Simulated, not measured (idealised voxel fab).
The process module presented herein is designated voxel wiring stack.
Section cut is 160 nm wide and gridded with 5 nm square cells.
Just so we're on the same page, the cross-sections are grids of square cells, and they're listed out in bands top to bottom, each band one or more rows deep.
Top height, bottom height, nm. Materials left to right, width each, nm. Single material + "edge to edge" = fills band edge to edge. "blank" = empty.
Convention: height 0 is the level below which the wafer, as received, is all one material. The lowest band does not terminate at the bottom but continues downward, represented as "0 and below".
The two numbers in a width such as "30 to 40" mark its ends across the band: the first belongs to the top row of cells, the second to the bottom row, and from each row to the next the width moves by the same amount.
Any step labelled "nothing altered" changed none of the cells in the cross-section.
The list in "Completely sealed voids" covers empty spaces of 8 cells or more that cannot reach the top through any open way, and it gives each as width x height at distance; the distance is from the left edge, and width, height and distance are in nm.
Text after the settings on a step's line: the simulator's own remark on that step.
overlay nm: where the mask lay relative to plan, measured to the right, on steps with a mask; negatives go left.

Planned step list for the process:
1) RECEIVE, material Si
2) CONFORMAL_DEP, material SiO2, thk nm 15
3) CONFORMAL_DEP, material SiCN, thk nm 5
4) DIRECTIONAL_DEP, material SiO2, thk nm 15
5) PATTERN, tone open, mask id METAL_1, material resist, width nm 20, pitch nm 35, thk nm 15, overlay nm 0
6) DIRECTIONAL_ETCH, etch materials SiO2, depth nm 15
7) DIRECTIONAL_ETCH, etch materials SiCN, depth nm 5
8) STRIP, etch materials resist
9) CONFORMAL_DEP, material TiN, thk nm 5
10) FILL_DEP, material Ru, thk nm 5
11) CMP, height nm 35
12) EPI, material Ru, thk nm 5
13) FILL_DEP, material SiCN, thk nm 5
14) DIRECTIONAL_DEP, material lowk, thk nm 30
15) DIRECTIONAL_DEP, material aC, thk nm 15
16) PATTERN, tone open, mask id METAL_2_HOLES, material resist, width nm 15, pitch nm 35, thk nm 30, overlay nm 0
17) DIRECTIONAL_ETCH, etch materials aC, depth nm 15
18) STRIP, etch materials resist
19) DIRECTIONAL_ETCH, etch materials lowk, depth nm 30
20) STRIP, etch materials aC
21) MASKED_ETCH, tone open, mask id METAL_2, width nm 20, pitch nm 35, etch materials lowk, depth nm 20, overlay nm 0
22) MASKED_ETCH, tone open, mask id METAL_2, width nm 20, pitch nm 35, etch materials SiCN, depth nm 5, overlay nm 0
23) CONFORMAL_DEP, material TiN, thk nm 5
24) FILL_DEP, material Cu, thk nm 10
25) CMP, height nm 75
26) CONFORMAL_DEP, material SiN, thk nm 5

Incoming wafer in cross-section (state: after step 1):
- 0 and below  Si edge to edge
- Completely sealed voids: none

First of two wafers, end-of-module section, run followed plan:
- 80 down to 75  SiN edge to edge
- 75 down to 60  50 lowk, 5 TiN, 10 Cu, 5 TiN, 15 lowk, 5 TiN, 10 Cu, 5 TiN, 55 lowk
- 60 down to 55  50 lowk, 5 TiN, 5 Cu, 10 TiN, 15 lowk, 5 TiN, 5 Cu, 10 TiN, 55 lowk
- 55 down to 45  50 lowk, 5 TiN, 5 Cu, 5 TiN, 20 lowk, 5 TiN, 5 Cu, 5 TiN, 60 lowk
- 45 down to 40  50 SiCN, 15 TiN, 20 SiCN, 15 TiN, 60 SiCN
- 40 down to 35  45 SiCN, 30 Ru, 5 SiCN, 30 Ru, 50 SiCN
- 35 down to 20  50 SiO2, 5 TiN, 10 Ru, 5 TiN, 15 SiO2, 5 TiN, 10 Ru, 5 TiN, 55 SiO2
- 20 down to 15  50 SiCN, 20 TiN, 15 SiCN, 20 TiN, 55 SiCN
- 15 down to 0  SiO2 edge to edge
- 0 and below  Si edge to edge
- Completely sealed voids: none

Cross-sectional view of the second of two wafers upon completion of the module. This wafer shared its starting condition and process plan with the first; one error was made during its execution:
- 80 down to 75  SiN edge to edge
- 75 down to 70  50 SiCN, 20 TiN, 15 SiCN, 20 TiN, 55 SiCN
- 70 down to 65  45 SiCN, 30 lowk, 5 SiCN, 30 lowk, 50 SiCN
- 65 down to 40  lowk edge to edge
- 40 down to 35  45 lowk, 30 Ru, 5 lowk, 30 Ru, 50 lowk
- 35 down to 20  50 SiO2, 5 TiN, 10 Ru, 5 TiN, 15 SiO2, 5 TiN, 10 Ru, 5 TiN, 55 SiO2
- 20 down to 15  50 SiCN, 20 TiN, 15 SiCN, 20 TiN, 55 SiCN
- 15 down to 0  SiO2 edge to edge
- 0 and below  Si edge to edge
- Completely sealed voids: none
Nonconformance to the process plan: steps 13 and 14 run out of order (swapped)
FYI, end of process, the second wafer has more or fewer cells of some materials than the first: -18 Cu; -2 SiCN; -24 TiN; +44 lowk
